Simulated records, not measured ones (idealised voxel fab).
The process module presented herein is designated voxel capacitor over wiring.
Cross-section cut spans 245 nm and uses square cells 5 nm in size.
Cross-section, as written here: a square-cell grid given band by band from the top down, where a band holds one or more rows of cells.
Each band's line starts with the height of the band's top and of its bottom, in nm. Then come its materials from left to right, each with its width in nm. One material with "all across" fills the band from edge to edge. "empty" is empty space.
Below 0: as-received wafer, all one material; heights counted from there. Lowest band: no bottom, goes on down, written "0..down".
Width "30..40": first value at the band's top row of cells, second value at its bottom row, equal change from row to row.
When a step is marked "remained unchanged", none of the cells in the cross-section changed during that step.
Basically, "Sealed void list" tells you about the enclosed voids: empty spaces with no open way to the top, 8 cells or bigger, each written width x height at distance, where distance is from the left edge, all in nm.
What comes after the settings on a step's line is commentary from the simulator itself on that step.
overlay nm, on a step with a mask: how far to the right of its planned place the mask lay; to the left if negative
These are the steps we planned for the process
| 1 | RECEIVE | material Si |
| 2 | CONFORMAL_DEP | material SiO2 | thk nm 10 |
| 3 | DIRECTIONAL_DEP | material TiN | thk nm 5 |
| 4 | DIRECTIONAL_DEP | material Ru | thk nm 15 |
| 5 | PATTERN | tone cover | mask id METAL_1 | material resist | width nm 20 | pitch nm 85 | thk nm 20 | overlay nm 0 |
| 6 | DIRECTIONAL_ETCH | etch materials Ru | depth nm 15 |
| 7 | DIRECTIONAL_ETCH | etch materials TiN | depth nm 5 |
| 8 | STRIP | etch materials resist |
| 9 | CONFORMAL_DEP | material SiN | thk nm 5 |
| 10 | FILL_DEP | material SiO2 | thk nm 10 |
| 11 | CMP | height nm 30 |
| 12 | CONFORMAL_DEP | material SiCN | thk nm 5 |
| 13 | DIRECTIONAL_DEP | material SiO2 | thk nm 15 |
| 14 | DIRECTIONAL_DEP | material aC | thk nm 10 |
| 15 | PATTERN | tone open | mask id PLUG_1 | material resist | width nm 15 | thk nm 25 | overlay nm 0 |
| 16 | DIRECTIONAL_ETCH | etch materials aC | depth nm 10 |
| 17 | STRIP | etch materials resist |
| 18 | DIRECTIONAL_ETCH | etch materials SiO2 | depth nm 15 |
| 19 | DIRECTIONAL_ETCH | etch materials SiCN | depth nm 5 |
| 20 | STRIP | etch materials aC |
| 21 | EPI | material Ru | thk nm 10 |
| 22 | EPI | material Ru | thk nm 10 |
| 23 | DIRECTIONAL_DEP | material TiN | thk nm 10 |
| 24 | DIRECTIONAL_DEP | material SiN | thk nm 5 |
| 25 | DIRECTIONAL_DEP | material TiN | thk nm 10 |
| 26 | PATTERN | tone cover | mask id UPPER_PLATE | material resist | width nm 70 | thk nm 15 | overlay nm 0 |
| 27 | DIRECTIONAL_ETCH | etch materials TiN | depth nm 10 |
| 28 | DIRECTIONAL_ETCH | etch materials SiN | depth nm 5 |
| 29 | STRIP | etch materials resist |
| 30 | PATTERN | tone cover | mask id LOWER_PLATE | material resist | width nm 80 | thk nm 15 | overlay nm 0 |
| 31 | DIRECTIONAL_ETCH | etch materials TiN | depth nm 10 |
| 32 | STRIP | etch materials resist |
| 33 | FILL_DEP | material SiO2 | thk nm 20 |
| 34 | CMP | height nm 90 |
| 35 | PATTERN | tone open | mask id PLUG_2 | material resist | width nm 15 | thk nm 15 | overlay nm 0 |
| 36 | DIRECTIONAL_ETCH | etch materials SiO2 | depth nm 15 |
| 37 | STRIP | etch materials resist |
| 38 | CONFORMAL_DEP | material TiN | thk nm 5 |
| 39 | FILL_DEP | material W | thk nm 10 |
| 40 | CMP | height nm 90 |
| 41 | CONFORMAL_DEP | material SiN | thk nm 5 |
Concerning the first of two wafers, which was run in accordance with the plan
Shown in cross-section is the wafer as received, that is, as it stands after step 1
  0..down: Si all across
  Sealed void list: none
The wafer, seen in cross-section, after step 2
  10..0: SiO2 all across
  Below 0, no change.
The wafer, seen in cross-section, after step 3
  15..10: TiN all across
  Below 10, no change.
The wafer, seen in cross-section, after step 4
  30..15: Ru all across
  Below 15, no change.
The wafer, seen in cross-section, after step 5
  50..30: empty=70 | resist=20 | empty=65 | resist=20 | empty=70
  Below 30, no change.
The wafer, seen in cross-section, after step 6
  50..30: empty=70 | resist=20 | empty=65 | resist=20 | empty=70
  30..15: empty=70 | Ru=20 | empty=65 | Ru=20 | empty=70
  Below 15, no change.
The wafer, seen in cross-section, after step 7
  50..30: empty=70 | resist=20 | empty=65 | resist=20 | empty=70
  30..15: empty=70 | Ru=20 | empty=65 | Ru=20 | empty=70
  15..10: empty=70 | TiN=20 | empty=65 | TiN=20 | empty=70
  Below 10, no change.
The wafer, seen in cross-section, after step 8
  30..15: empty=70 | Ru=20 | empty=65 | Ru=20 | empty=70
  Below 15, no change.
The wafer, seen in cross-section, after step 9
  35..30: empty=65 | SiN=30 | empty=55 | SiN=30 | empty=65
  30..15: empty=65 | SiN=5 | Ru=20 | SiN=5 | empty=55 | SiN=5 | Ru=20 | SiN=5 | empty=65
  15..10: SiN=70 | TiN=20 | SiN=65 | TiN=20 | SiN=70
  Below 10, no change.
The wafer, seen in cross-section, after step 10
  45..35: SiO2 all across
  35..30: SiO2=65 | SiN=30 | SiO2=55 | SiN=30 | SiO2=65
  30..15: SiO2=65 | SiN=5 | Ru=20 | SiN=5 | SiO2=55 | SiN=5 | Ru=20 | SiN=5 | SiO2=65
  Below 15, no change.
The wafer, seen in cross-section, after step 11
  30..15: SiO2=65 | SiN=5 | Ru=20 | SiN=5 | SiO2=55 | SiN=5 | Ru=20 | SiN=5 | SiO2=65
  Below 15, no change.
The wafer, seen in cross-section, after step 12
  35..30: SiCN all across
  Below 30, no change.
The wafer, seen in cross-section, after step 13
  50..35: SiO2 all across
  Below 35, no change.
The wafer, seen in cross-section, after step 14
  60..50: aC all across
  Below 50, no change.
The wafer, seen in cross-section, after step 15
  85..60: resist=75 | empty=15 | resist=155
  Below 60, no change.
The wafer, seen in cross-section, after step 16
  75..60: resist=75 | empty=15 | resist=155
  60..50: aC=75 | empty=15 | aC=155
  Below 50, no change.
The wafer, seen in cross-section, after step 17
  60..50: aC=75 | empty=15 | aC=155
  Below 50, no change.
The wafer, seen in cross-section, after step 18
  60..50: aC=75 | empty=15 | aC=155
  50..35: SiO2=75 | empty=15 | SiO2=155
  Below 35, no change.
The wafer, seen in cross-section, after step 19
  60..50: aC=75 | empty=15 | aC=155
  50..35: SiO2=75 | empty=15 | SiO2=155
  35..30: SiCN=75 | empty=15 | SiCN=155
  Below 30, no change.
The wafer, seen in cross-section, after step 20
  50..35: SiO2=75 | empty=15 | SiO2=155
  Below 35, no change.
The wafer, seen in cross-section, after step 21
  50..40: SiO2=75 | empty=15 | SiO2=155
  40..35: SiO2=75 | Ru=15 | SiO2=155
  35..30: SiCN=75 | Ru=15 | SiCN=155
  Below 30, no change.
The wafer, seen in cross-section, after step 22
  50..35: SiO2=75 | Ru=15 | SiO2=155
  Below 35, no change.
The wafer, seen in cross-section, after step 23
  60..50: TiN all across
  Below 50, no change.
The wafer, seen in cross-section, after step 24
  65..60: SiN all across
  Below 60, no change.
The wafer, seen in cross-section, after step 25
  75..65: TiN all across
  Below 65, no change.
The wafer, seen in cross-section, after step 26
  90..75: empty=75 | resist=70 | empty=100
  Below 75, no change.
The wafer, seen in cross-section, after step 27
  90..75: empty=75 | resist=70 | empty=100
  75..65: empty=75 | TiN=70 | empty=100
  Below 65, no change.
The wafer, seen in cross-section, after step 28
  90..75: empty=75 | resist=70 | empty=100
  75..65: empty=75 | TiN=70 | empty=100
  65..60: empty=75 | SiN=70 | empty=100
  Below 60, no change.
The wafer, seen in cross-section, after step 29
  75..65: empty=75 | TiN=70 | empty=100
  Below 65, no change.
The wafer, seen in cross-section, after step 30
  90..75: empty=70 | resist=80 | empty=95
  75..65: empty=70 | resist=5 | TiN=70 | resist=5 | empty=95
  65..60: empty=70 | resist=5 | SiN=70 | resist=5 | empty=95
  Below 60, no change.
The wafer, seen in cross-section, after step 31
  90..75: empty=70 | resist=80 | empty=95
  75..65: empty=70 | resist=5 | TiN=70 | resist=5 | empty=95
  65..60: empty=70 | resist=5 | SiN=70 | resist=5 | empty=95
  60..50: empty=70 | TiN=80 | empty=95
  Below 50, no change.
The wafer, seen in cross-section, after step 32
  75..65: empty=75 | TiN=70 | empty=100
  65..60: empty=75 | SiN=70 | empty=100
  Below 60, no change.
The wafer, seen in cross-section, after step 33
  95..75: SiO2 all across
  75..65: SiO2=75 | TiN=70 | SiO2=100
  65..60: SiO2=75 | SiN=70 | SiO2=100
  60..50: SiO2=70 | TiN=80 | SiO2=95
  Below 50, no change.
The wafer, seen in cross-section, after step 34
  90..75: SiO2 all across
  Below 75, no change.
The wafer, seen in cross-section, after step 35
  105..90: resist=85 | empty=15 | resist=145
  Below 90, no change.
The wafer, seen in cross-section, after step 36
  105..90: resist=85 | empty=15 | resist=145
  90..75: SiO2=85 | empty=15 | SiO2=145
  Below 75, no change.
The wafer, seen in cross-section, after step 37
  90..75: SiO2=85 | empty=15 | SiO2=145
  Below 75, no change.
The wafer, seen in cross-section, after step 38
  95..90: TiN=90 | empty=5 | TiN=150
  90..80: SiO2=85 | TiN=5 | empty=5 | TiN=5 | SiO2=145
  80..75: SiO2=85 | TiN=15 | SiO2=145
  Below 75, no change.
The wafer, seen in cross-section, after step 39
  105..95: W all across
  95..90: TiN=90 | W=5 | TiN=150
  90..80: SiO2=85 | TiN=5 | W=5 | TiN=5 | SiO2=145
  Below 80, no change.
The wafer, seen in cross-section, after step 40
  90..80: SiO2=85 | TiN=5 | W=5 | TiN=5 | SiO2=145
  Below 80, no change.
The wafer, seen in cross-section, after step 41
  95..90: SiN all across
  Below 90, no change.
The second wafer was prepared from the same starting point and under the same plan as the first; its processing contained one mistake, and it remains indistinguishable from the first wafer up to and including step 20
Second wafer shown in cross-section at the time step 22 was slated to end
  60..50: empty=65 | Ru=35 | empty=145
  50..35: SiO2=75 | Ru=15 | SiO2=155
  35..30: SiCN=75 | Ru=15 | SiCN=155
  Below 30, no change.
Second wafer shown in cross-section at the time step 23 was slated to end
  70..60: empty=65 | TiN=35 | empty=145
  60..50: TiN=65 | Ru=35 | TiN=145
  Below 50, no change.
Second wafer shown in cross-section at the time step 24 was slated to end
  75..70: empty=65 | SiN=35 | empty=145
  70..65: empty=65 | TiN=35 | empty=145
  65..60: SiN=65 | TiN=35 | SiN=145
  Below 60, no change.
Second wafer shown in cross-section at the time step 25 was slated to end
  85..75: empty=65 | TiN=35 | empty=145
  75..70: TiN=65 | SiN=35 | TiN=145
  70..65: TiN all across
  Below 65, no change.
Second wafer shown in cross-section at the time step 26 was slated to end
  100..85: empty=75 | resist=70 | empty=100
  85..75: empty=65 | TiN=35 | resist=45 | empty=100
  Below 75, no change.
Second wafer shown in cross-section at the time step 27 was slated to end
  100..85: empty=75 | resist=70 | empty=100
  85..75: empty=75 | TiN=25 | resist=45 | empty=100
  75..70: empty=65 | SiN=35 | TiN=45 | empty=100
  70..65: empty=65 | TiN=80 | empty=100
  Below 65, no change.
Second wafer shown in cross-section at the time step 28 was slated to end
  100..85: empty=75 | resist=70 | empty=100
  85..75: empty=75 | TiN=25 | resist=45 | empty=100
  75..70: empty=75 | SiN=25 | TiN=45 | empty=100
  70..65: empty=65 | TiN=80 | empty=100
  65..60: empty=65 | TiN=35 | SiN=45 | empty=100
  Below 60, no change.
Second wafer shown in cross-section at the time step 29 was slated to end
  85..75: empty=75 | TiN=25 | empty=145
  Below 75, no change.
Second wafer shown in cross-section at the time step 30 was slated to end
  100..85: empty=70 | resist=80 | empty=95
  85..75: empty=70 | resist=5 | TiN=25 | resist=50 | empty=95
  75..70: empty=70 | resist=5 | SiN=25 | TiN=45 | resist=5 | empty=95
  70..65: empty=65 | TiN=80 | resist=5 | empty=95
  65..60: empty=65 | TiN=35 | SiN=45 | resist=5 | empty=95
  Below 60, no change.
Second wafer shown in cross-section at the time step 31 was slated to end
  100..85: empty=70 | resist=80 | empty=95
  85..75: empty=70 | resist=5 | TiN=25 | resist=50 | empty=95
  75..70: empty=70 | resist=5 | SiN=25 | TiN=45 | resist=5 | empty=95
  70..65: empty=70 | TiN=75 | resist=5 | empty=95
  65..60: empty=70 | TiN=30 | SiN=45 | resist=5 | empty=95
  60..50: empty=65 | Ru=35 | TiN=50 | empty=95
  Below 50, no change.
Second wafer shown in cross-section at the time step 32 was slated to end
  85..75: empty=75 | TiN=25 | empty=145
  75..70: empty=75 | SiN=25 | TiN=45 | empty=100
  70..65: empty=70 | TiN=75 | empty=100
  65..60: empty=70 | TiN=30 | SiN=45 | empty=100
  Below 60, no change.
Second wafer shown in cross-section at the time step 33 was slated to end
  105..85: SiO2 all across
  85..75: SiO2=75 | TiN=25 | SiO2=145
  75..70: SiO2=75 | SiN=25 | TiN=45 | SiO2=100
  70..65: SiO2=70 | TiN=75 | SiO2=100
  65..60: SiO2=70 | TiN=30 | SiN=45 | SiO2=100
  60..50: SiO2=65 | Ru=35 | TiN=50 | SiO2=95
  Below 50, no change.
Second wafer shown in cross-section at the time step 34 was slated to end
  90..85: SiO2 all across
  Below 85, no change.
Second wafer shown in cross-section at the time step 35 was slated to end
  105..90: resist=85 | empty=15 | resist=145
  Below 90, no change.
Second wafer shown in cross-section at the time step 36 was slated to end
  105..90: resist=85 | empty=15 | resist=145
  90..85: SiO2=85 | empty=15 | SiO2=145
  Below 85, no change.
Second wafer shown in cross-section at the time step 37 was slated to end
  90..85: SiO2=85 | empty=15 | SiO2=145
  Below 85, no change.
Second wafer shown in cross-section at the time step 38 was slated to end
  95..90: TiN=90 | empty=5 | TiN=150
  90..85: SiO2=85 | TiN=15 | SiO2=145
  Below 85, no change.
Second wafer shown in cross-section at the time step 39 was slated to end
  105..95: W all across
  95..90: TiN=90 | W=5 | TiN=150
  Below 90, no change.
Second wafer shown in cross-section at the time step 40 was slated to end
  90..85: SiO2=85 | TiN=15 | SiO2=145
  Below 85, no change.
Second wafer shown in cross-section at the time step 41 was slated to end
  95..90: SiN all across
  Below 90, no change.
Deviation from plan: one of the identical steps 21 and 22 was executed twice, with no means of telling which
The closing comparison, in cells, has the second wafer with more or fewer of some materials than the first: +14 Ru, -8 SiO2, -4 TiN, -2 W
